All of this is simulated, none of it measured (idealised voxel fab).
Documented hereafter: the process module known as voxel quadruple lines.
The width of the displayed cross-section, cut, is 270 nm; its cells are square, with a size of 5 nm.
Format of a cross-section: grid, square cells. Given as bands. Order: top down. Band: one or more rows of cells.
Within each band entry, the heights of the top and of the bottom of the band appear first, in that order and in nm; the materials of the band then follow from left to right, each with its corresponding width in nm. The designation "throughout" on a single material indicates that it fills the band from edge to edge; the designation "blank" indicates empty space.
Height datum 0, below which the as-received substrate wafer is one material. Lowest band open at the bottom, running downward: "z 0 and below".
The width entry "30 to 40" should be interpreted row by row: the top row of cells in the band takes the first number, the bottom row takes the second number, and the change between adjacent rows is uniform throughout.
Take "no alterations made" at face value: in the step it is given for, the cross-section changed in none of its cells.
This entry, "Enclosed internal cavities", enumerates those empty regions of no fewer than 8 cells that possess no open connection to the top. Each region is reported in the form width x height at distance, the distance being taken from the left edge, with all three quantities expressed in nm.
If you see something after the settings on a step's line, that's the simulator's own remark about that step.
Regarding "overlay nm": on a step with a mask, it is the distance the mask lay to the right of its planned place; a negative value places it to the left.
plan:
| 1 | RECEIVE,material Si |
| 2 | CONFORMAL_DEP,material SiO2,thk nm 5 |
| 3 | DIRECTIONAL_DEP,material W,thk nm 15 |
| 4 | DIRECTIONAL_DEP,material polySi,thk nm 15 |
| 5 | DIRECTIONAL_DEP,material aC,thk nm 25 |
| 6 | PATTERN,tone cover,mask id MANDREL,material resist,width nm 30,pitch nm 80,thk nm 35,overlay nm 0 |
| 7 | DIRECTIONAL_ETCH,etch materials aC,depth nm 25 |
| 8 | STRIP,etch materials resist |
| 9 | CONFORMAL_DEP,material SiO2,thk nm 10 |
| 10 | DIRECTIONAL_ETCH,etch materials SiO2,depth nm 10 |
| 11 | STRIP,etch materials aC |
| 12 | DIRECTIONAL_ETCH,etch materials polySi,depth nm 15 |
| 13 | STRIP,etch materials SiO2 |
| 14 | CONFORMAL_DEP,material SiCN,thk nm 10 |
| 15 | DIRECTIONAL_ETCH,etch materials SiCN,depth nm 10 |
| 16 | STRIP,etch materials polySi |
| 17 | DIRECTIONAL_ETCH,etch materials W,depth nm 15 |
| 18 | STRIP,etch materials SiCN |
As-received wafer cross-section (after step 1):
	z 0 and below: Si throughout
	Enclosed internal cavities: none
a wafer at the end: this start, this plan, one mistake:
	z 45 to 20: aC throughout
	z 20 to 5: W throughout
	z 5 to 0: SiO2 throughout
	z 0 and below: Si throughout
	Enclosed internal cavities: none
Want to know what went wrong? sequence error: steps 4 and 5 interchanged
